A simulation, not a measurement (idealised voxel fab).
process module | voxel self aligned contacts
For reference, the cross-section in this document is cut, with width 290 nm and square cells of 5 nm.
Format of a cross-section: grid, square cells. Given as bands. Order: top down. Band: one or more rows of cells. The band entry comprises the height of the band's top followed by the height of its bottom, expressed in nm, and subsequently the band's materials from left to right, each stated together with its width in nm. Where a single material is marked with the word "full width", that material fills the band from edge to edge. The word "empty" represents empty space. Zero point of the height axis is 0; under it, received wafer = one material. Lowest band: continues down indefinitely, "0 down". Per-row width for "30..40": begins at first number (top row of band), ends at second number (bottom row), increment between rows held constant. Step marked "no alterations made"? Then no cell in the cross-section changed in it. Heads up: "Closed internal voids" only lists the empty pockets with no open path to the top that are 8 cells or more, and it writes them as width x height at distance, distance from the left edge, in nm. What comes after the settings on a step's line is commentary from the simulator itself on that step. You can add "overlay nm" to a step's line. For a step with a mask, it describes how far the mask lay to the right of its planned position, and a negative number describes a lay to the left.
Set out below are the planned steps of the process:
step 1: op RECEIVE | material Si
step 2: op CONFORMAL_DEP | material SiO2 | thk nm 5
step 3: op DIRECTIONAL_DEP | material polySi | thk nm 25
step 4: op DIRECTIONAL_DEP | material SiN | thk nm 25
step 5: op PATTERN | tone cover | mask id GATE | material resist | width nm 25 | pitch nm 60 | thk nm 15 | overlay nm 0
step 6: op DIRECTIONAL_ETCH | etch materials SiN | depth nm 25
step 7: op DIRECTIONAL_ETCH | etch materials polySi | depth nm 25
step 8: op STRIP | etch materials resist
step 9: op CONFORMAL_DEP | material SiN | thk nm 10
step 10: op DIRECTIONAL_ETCH | etch materials SiN | depth nm 10
step 11: op FILL_DEP | material SiO2 | thk nm 15
step 12: op CMP | height nm 65
step 13: op DIRECTIONAL_DEP | material aC | thk nm 10
step 14: op PATTERN | tone open | mask id CONTACT | material resist | width nm 45 | pitch nm 60 | thk nm 30 | overlay nm -15
step 15: op DIRECTIONAL_ETCH | etch materials aC | depth nm 10
step 16: op STRIP | etch materials resist
step 17: op DIRECTIONAL_ETCH | etch materials SiO2 | depth nm 65
step 18: op STRIP | etch materials aC
step 19: op CONFORMAL_DEP | material TiN | thk nm 5
step 20: op FILL_DEP | material W | thk nm 10
step 21: op CMP | height nm 65
step 22: op CONFORMAL_DEP | material SiCN | thk nm 5
Quick note for whoever runs this: the wafers start identical, but the overlay nm at step 14 isn't the same across them. The plan just shows what the first wafer had.
As received, i.e. after step 1: cross-section through the first of several wafers:
  0 down | Si full width
  Closed internal voids: none
Wafer cross-section (first of several) - module end, post step 22 (last step):
  70 to 65 | SiCN full width
  65 to 55 | SiO2 75 nm, then TiN 5..35 nm, then W 35..5 nm, then TiN 5 nm, then SiO2 15 nm, then TiN 5..35 nm, then W 35..5 nm, then TiN 5 nm, then SiO2 110 nm
  55 to 30 | SiO2 60 nm, then SiN 45 nm, then TiN 5 nm, then W 5 nm, then TiN 5 nm, then SiN 45 nm, then TiN 5 nm, then W 5 nm, then TiN 5 nm, then SiN 45 nm, then SiO2 65 nm
  30 to 5 | SiO2 60 nm, then SiN 10 nm, then polySi 25 nm, then SiN 10 nm, then TiN 5 nm, then W 5 nm, then TiN 5 nm, then SiN 10 nm, then polySi 25 nm, then SiN 10 nm, then TiN 5 nm, then W 5 nm, then TiN 5 nm, then SiN 10 nm, then polySi 25 nm, then SiN 10 nm, then SiO2 65 nm
  5 to 0 | SiO2 105 nm, then TiN 15 nm, then SiO2 45 nm, then TiN 15 nm, then SiO2 110 nm
  0 down | Si full width
  Closed internal voids: none
Cross-section at module completion, last wafer:
  70 to 65 | SiCN full width
  65 to 55 | SiO2 105 nm, then TiN 5 nm, then W 35..5 nm, then TiN 5..35 nm, then SiO2 15 nm, then TiN 5 nm, then W 35..5 nm, then TiN 5..35 nm, then SiO2 80 nm
  55 to 30 | SiO2 60 nm, then SiN 45 nm, then TiN 5 nm, then W 5 nm, then TiN 5 nm, then SiN 45 nm, then TiN 5 nm, then W 5 nm, then TiN 5 nm, then SiN 45 nm, then SiO2 65 nm
  30 to 5 | SiO2 60 nm, then SiN 10 nm, then polySi 25 nm, then SiN 10 nm, then TiN 5 nm, then W 5 nm, then TiN 5 nm, then SiN 10 nm, then polySi 25 nm, then SiN 10 nm, then TiN 5 nm, then W 5 nm, then TiN 5 nm, then SiN 10 nm, then polySi 25 nm, then SiN 10 nm, then SiO2 65 nm
  5 to 0 | SiO2 105 nm, then TiN 15 nm, then SiO2 45 nm, then TiN 15 nm, then SiO2 110 nm
  0 down | Si full width
  Closed internal voids: none
Per-wafer rows below. For each material: cells gained (+) or lost (-) since the wafer was received, as of end of module. Then: closed voids:
overlay nm -15, +58 SiCN, +195 SiN, +382 SiO2, +66 TiN, +36 W, +75 polySi, Closed internal voids: none
overlay nm -10, +58 SiCN, +195 SiN, +382 SiO2, +66 TiN, +36 W, +75 polySi, Closed internal voids: none
overlay nm -5, +58 SiCN, +195 SiN, +382 SiO2, +66 TiN, +36 W, +75 polySi, Closed internal voids: none
overlay nm 0, +58 SiCN, +195 SiN, +382 SiO2, +66 TiN, +36 W, +75 polySi, Closed internal voids: none
overlay nm 5, +58 SiCN, +195 SiN, +382 SiO2, +66 TiN, +36 W, +75 polySi, Closed internal voids: none
overlay nm 10, +58 SiCN, +195 SiN, +382 SiO2, +66 TiN, +36 W, +75 polySi, Closed internal voids: none
overlay nm 15, +58 SiCN, +195 SiN, +382 SiO2, +66 TiN, +36 W, +75 polySi, Closed internal voids: none
